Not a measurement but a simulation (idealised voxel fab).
Process module heading - voxel self aligned contacts
FYI the section here is cut, 195 nm wide, cells are 5 nm squares.
In what follows, cross-sections appear as grids of square cells, described through bands that run from the top down, where every band is one or more rows of cells.
Read a band's entry like this: the first values are the height of its top and the height of its bottom in nm, and what follows is the sequence of materials from left to right, each with its width in nm. Note that "blank" is empty space, and that a single material marked "everywhere" reaches across the band from edge to edge.
Height datum 0, below which the as-received substrate wafer is one material. Lowest band open at the bottom, running downward: "0 -> down".
It should be noted that a width expressed as "30..40" varies in equal increments from row to row of cells within the band, taking the value of the first number at the top row and that of the second number at the bottom row.
No cell of the cross-section changed in a step that is given as "no alterations made".
The label "Closed void list" introduces a list of the empty spaces, 8 cells or larger, that have no open way up to the top; each entry in it reads width x height at distance, where the distance is taken from the left edge and all three are stated in nm.
Heads up: the bit after the settings on a step's line is the simulator's remark on that step.
If you see "overlay nm" on a step's line and that step has a mask, it's telling you how far right of where it was planned the mask ended up; a negative number means it went left instead.
THE PROCESS STEPS THAT WERE PLANNED ARE LISTED BELOW
| 1 | op RECEIVE | material Si |
| 2 | op CONFORMAL_DEP | material SiO2 | thk nm 5 |
| 3 | op DIRECTIONAL_DEP | material polySi | thk nm 20 |
| 4 | op DIRECTIONAL_DEP | material SiN | thk nm 15 |
| 5 | op PATTERN | tone cover | mask id GATE | material resist | width nm 30 | pitch nm 65 | thk nm 15 | overlay nm 0 |
| 6 | op DIRECTIONAL_ETCH | etch materials SiN | depth nm 15 |
| 7 | op DIRECTIONAL_ETCH | etch materials polySi | depth nm 20 |
| 8 | op STRIP | etch materials resist |
| 9 | op CONFORMAL_DEP | material SiN | thk nm 5 |
| 10 | op DIRECTIONAL_ETCH | etch materials SiN | depth nm 5 |
| 11 | op FILL_DEP | material SiO2 | thk nm 15 |
| 12 | op CMP | height nm 50 |
| 13 | op PATTERN | tone open | mask id CONTACT | material resist | width nm 45 | thk nm 20 | overlay nm 0 |
| 14 | op DIRECTIONAL_ETCH | etch materials SiO2 | depth nm 50 |
| 15 | op STRIP | etch materials resist |
| 16 | op CONFORMAL_DEP | material TiN | thk nm 5 |
| 17 | op FILL_DEP | material Ru | thk nm 5 |
| 18 | op CMP | height nm 50 |
| 19 | op CONFORMAL_DEP | material SiCN | thk nm 5 |
AS RECEIVED (POST STEP 1): CROSS-SECTION
  0 -> down: Si everywhere
  Closed void list: none
AS-PLANNED RUN: CROSS-SECTION OF THE FIRST OF TWO WAFERS AT END OF MODULE
  55 -> 50: SiCN everywhere
  50 -> 40: SiO2 (75), then TiN (5..15), then Ru (35..15), then TiN (5..15), then SiO2 (75)
  40 -> 25: SiO2 (45), then SiN (40), then TiN (5), then Ru (15), then TiN (5), then SiN (40), then SiO2 (45)
  25 -> 5: SiO2 (45), then SiN (5), then polySi (30), then SiN (5), then TiN (5), then Ru (15), then TiN (5), then SiN (5), then polySi (30), then SiN (5), then SiO2 (45)
  5 -> 0: SiO2 (85), then TiN (25), then SiO2 (85)
  0 -> down: Si everywhere
  Closed void list: none
WAFER TWO CROSS-SECTION, MODULE END. START AND PLAN UNCHANGED FROM WAFER ONE; ONE MISTAKE MADE DURING THE RUN
  55 -> 50: SiCN everywhere
  50 -> 40: SiO2 (75), then TiN (5..25), then Ru (35..15), then TiN (5), then SiO2 (75)
  40 -> 25: SiO2 (55), then SiN (40), then TiN (5), then Ru (15), then TiN (5), then SiN (40), then SiO2 (35)
  25 -> 5: SiO2 (55), then SiN (5), then polySi (30), then SiN (5), then TiN (5), then Ru (15), then TiN (5), then SiN (5), then polySi (30), then SiN (5), then SiO2 (35)
  5 -> 0: SiO2 (95), then TiN (25), then SiO2 (75)
  0 -> down: Si everywhere
  Closed void list: none
The mistake made against the process plan was this: step 5 went in with a setting other than planned; the actual run was op PATTERN | tone cover | mask id GATE | material resist | width nm 30 | pitch nm 65 | thk nm 15 | overlay nm 10
At the end, the second wafer has the same number of cells of each material as the first, but those cells sit in other places.
